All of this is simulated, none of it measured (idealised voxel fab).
process module | voxel air gaps
cross-section cut | 240 nm wide | cells 5 nm
A cross-section is a grid of square cells, given in bands from the top down. A band is one or more rows of cells.
Each band's line starts with the height of the band's top and of its bottom, in nm. Then come its materials from left to right, each with its width in nm. One material with "throughout" fills the band from edge to edge. "air" is empty space.
Height 0 is the level under which the wafer as received is all one material. The lowest band goes on downwards, as in "0 down".
A width such as "30 to 40" changes by the same amount from each row of cells to the next, from the band's top row to its bottom row.
"no change" after a step means that no cell of the cross-section changed.
closed voids: empty space of 8 cells or more with no open way to the top, each as width x height at its distance from the left edge, in nm
after a step's settings: what the simulator itself notes on the step
overlay nm, on a step with a mask: how far to the right of its planned place the mask lay; to the left if negative
plan
1 op RECEIVE | material Si
2 op CONFORMAL_DEP | material SiO2 | thk nm 15
3 op CONFORMAL_DEP | material SiCN | thk nm 5
4 op DIRECTIONAL_DEP | material SiO2 | thk nm 40
5 op DIRECTIONAL_DEP | material aC | thk nm 10
6 op PATTERN | tone open | mask id LINES | material resist | width nm 25 | pitch nm 50 | thk nm 30 | overlay nm -15
7 op DIRECTIONAL_ETCH | etch materials aC | depth nm 10
8 op STRIP | etch materials resist
9 op DIRECTIONAL_ETCH | etch materials SiO2 | depth nm 40
10 op STRIP | etch materials aC
11 op CONFORMAL_DEP | material TiN | thk nm 5
12 op FILL_DEP | material Ru | thk nm 5
13 op CMP | height nm 60
14 op EPI | material Ru | thk nm 10
15 op SELECTIVE_ETCH | etch materials SiO2 | depth nm 50
16 op CONFORMAL_DEP | material SiCN | thk nm 5
varied across the wafers: overlay nm of step 6. The plan shows the first wafer's value. All wafers start alike
first wafer as received, after step 1
  0 down: Si throughout
  closed voids: none
each wafer at the end: cells of each material gained (+) or lost (-) since it was received, then its closed voids
overlay nm -15 | +117 Ru | +172 SiCN | +144 SiO2 | +57 TiN | closed voids: 15 x 30 at 70; 15 x 30 at 120
overlay nm -10 | +117 Ru | +172 SiCN | +144 SiO2 | +57 TiN | closed voids: 15 x 30 at 75; 15 x 30 at 125
overlay nm -5 | +117 Ru | +172 SiCN | +144 SiO2 | +57 TiN | closed voids: 15 x 30 at 80; 15 x 30 at 130
overlay nm 0 | +117 Ru | +172 SiCN | +144 SiO2 | +57 TiN | closed voids: 15 x 30 at 85; 15 x 30 at 135
overlay nm 5 | +117 Ru | +172 SiCN | +144 SiO2 | +57 TiN | closed voids: 15 x 30 at 90; 15 x 30 at 140
overlay nm 10 | +117 Ru | +172 SiCN | +144 SiO2 | +57 TiN | closed voids: 15 x 30 at 95; 15 x 30 at 145
overlay nm 15 | +117 Ru | +172 SiCN | +144 SiO2 | +57 TiN | closed voids: 15 x 30 at 100; 15 x 30 at 150
